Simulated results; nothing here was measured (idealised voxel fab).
process module | voxel transistor to metal
cross-section cut | 170 nm wide | cells 5 nm
A cross-section is a grid of square cells, given in bands from the top down. A band is one or more rows of cells.
Each band's line starts with the height of the band's top and of its bottom, in nm. Then come its materials from left to right, each with its width in nm. One material with "throughout" fills the band from edge to edge. "air" is empty space.
Height 0 is the level under which the wafer as received is all one material. The lowest band goes on downwards, as in "0 down".
A width such as "30 to 40" changes by the same amount from each row of cells to the next, from the band's top row to its bottom row.
"no change" after a step means that no cell of the cross-section changed.
closed voids: empty space of 8 cells or more with no open way to the top, each as width x height at its distance from the left edge, in nm
after a step's settings: what the simulator itself notes on the step
overlay nm, on a step with a mask: how far to the right of its planned place the mask lay; to the left if negative
plan
1 op RECEIVE | material Si
2 op OXIDIZE | depth nm 5
3 op CONFORMAL_DEP | material SiN | thk nm 10
4 op MASKED_ETCH | tone cover | mask id ACTIVE | width nm 125 | etch materials SiN | depth nm 10 | overlay nm 0
5 op MASKED_ETCH | tone cover | mask id ACTIVE | width nm 125 | etch materials SiO2 | depth nm 5 | overlay nm 0
6 op MASKED_ETCH | tone cover | mask id ACTIVE | width nm 125 | etch materials Si | depth nm 25 | overlay nm 0
7 op OXIDIZE | depth nm 5
8 op FILL_DEP | material SiO2 | thk nm 15
9 op CMP | height nm 10
10 op SELECTIVE_ETCH | etch materials SiO2 | depth nm 5
11 op STRIP | etch materials SiN
12 op SELECTIVE_ETCH | etch materials SiO2 | depth nm 5
13 op OXIDIZE | depth nm 5
14 op DIRECTIONAL_DEP | material polySi | thk nm 30
15 op DIRECTIONAL_DEP | material SiCN | thk nm 10
16 op MASKED_ETCH | tone cover | mask id GATE | width nm 25 | etch materials SiCN | depth nm 20 | overlay nm 0
17 op MASKED_ETCH | tone cover | mask id GATE | width nm 25 | etch materials polySi | depth nm 40 | overlay nm 0
18 op CONFORMAL_DEP | material SiO2 | thk nm 5
19 op DIRECTIONAL_ETCH | etch materials SiO2 | depth nm 5
20 op CONFORMAL_DEP | material SiN | thk nm 10
21 op DIRECTIONAL_ETCH | etch materials SiN | depth nm 10
22 op DIRECTIONAL_ETCH | etch materials SiO2 | depth nm 5
23 op DIRECTIONAL_ETCH | etch materials Si | depth nm 10
24 op EPI | material pSi | thk nm 15
25 op FILL_DEP | material SiO2 | thk nm 5
26 op CMP | height nm 35
27 op DIRECTIONAL_DEP | material SiO2 | thk nm 10
28 op PATTERN | tone open | mask id CONTACT | material resist | width nm 35 | pitch nm 70 | thk nm 20 | overlay nm 0
29 op DIRECTIONAL_ETCH | etch materials SiO2 | depth nm 40
30 op STRIP | etch materials resist
31 op CONFORMAL_DEP | material TiN | thk nm 5
32 op FILL_DEP | material W | thk nm 10
33 op CMP | height nm 45
34 op CONFORMAL_DEP | material SiN | thk nm 5
35 op DIRECTIONAL_DEP | material lowk | thk nm 25
36 op DIRECTIONAL_DEP | material aC | thk nm 15
37 op PATTERN | tone open | mask id METAL_1 | material resist | width nm 20 | pitch nm 85 | thk nm 30 | overlay nm 0
38 op DIRECTIONAL_ETCH | etch materials aC | depth nm 15
39 op STRIP | etch materials resist
40 op DIRECTIONAL_ETCH | etch materials lowk | depth nm 25
41 op DIRECTIONAL_ETCH | etch materials SiN | depth nm 5
42 op STRIP | etch materials aC
43 op CONFORMAL_DEP | material TiN | thk nm 5
44 op FILL_DEP | material Ru | thk nm 5
45 op CMP | height nm 75
46 op CONFORMAL_DEP | material SiCN | thk nm 5
47 op DIRECTIONAL_DEP | material lowk | thk nm 25
48 op MASKED_ETCH | tone open | mask id METAL_2 | width nm 20 | pitch nm 85 | etch materials lowk | depth nm 15 | overlay nm 0
49 op MASKED_ETCH | tone open | mask id METAL_2_HOLES | width nm 15 | pitch nm 85 | etch materials lowk | depth nm 10 | overlay nm 0
50 op MASKED_ETCH | tone open | mask id METAL_2_HOLES | width nm 15 | pitch nm 85 | etch materials SiCN | depth nm 5 | overlay nm 0
51 op CONFORMAL_DEP | material TiN | thk nm 5
52 op FILL_DEP | material Cu | thk nm 10
53 op CMP | height nm 105
54 op CONFORMAL_DEP | material SiCN | thk nm 5
as received, after step 1
  0 down: Si throughout
  closed voids: none
a wafer at the end: this start, this plan, one mistake
  110 to 105: SiCN throughout
  105 to 100: SiCN 30 | TiN 15 | SiCN 70 | TiN 15 | SiCN 40
  100 to 75: lowk throughout
  75 to 50: lowk 30 | TiN 5 | Ru 10 | TiN 5 | lowk 65 | TiN 5 | Ru 10 | TiN 5 | lowk 35
  50 to 45: SiN 30 | TiN 20 | SiN 65 | TiN 20 | SiN 35
  45 to 35: SiO2 30 | TiN 5 | W 25 to 15 | TiN 5 to 15 | SiO2 35 | TiN 5 to 15 | W 25 to 15 | TiN 5 | SiO2 35
  35 to 25: SiO2 30 | TiN 5 | W 15 | TiN 5 | SiN 10 | SiO2 5 | SiCN 25 | SiO2 5 | SiN 10 | TiN 5 | W 15 | TiN 5 | SiO2 35
  25 to 10: SiO2 30 | TiN 5 | W 15 | TiN 5 | SiN 10 | SiO2 5 | polySi 25 | SiO2 5 | SiN 10 | TiN 5 | W 15 | TiN 5 | SiO2 35
  10 to 5: SiO2 30 | TiN 25 | SiN 10 | SiO2 5 | polySi 25 | SiO2 5 | SiN 10 | TiN 25 | SiO2 35
  5 to 0: SiO2 25 | pSi 30 | SiN 10 | SiO2 5 | polySi 25 | SiO2 5 | SiN 10 | pSi 30 | SiO2 30
  0 to -5: SiO2 20 | SiN 10 | pSi 25 | SiN 10 | SiO2 5 | polySi 25 | SiO2 5 | SiN 10 | pSi 25 | SiN 10 | SiO2 25
  -5 to -10: SiO2 30 | pSi 25 | SiO2 55 | pSi 25 | SiO2 35
  -10 to -20: SiO2 25 | Si 5 | pSi 25 | Si 55 | pSi 25 | Si 5 | SiO2 30
  -20 to -35: SiO2 25 | Si 115 | SiO2 30
  -35 down: Si throughout
  closed voids: none
what went wrong: steps 46 and 47 were swapped
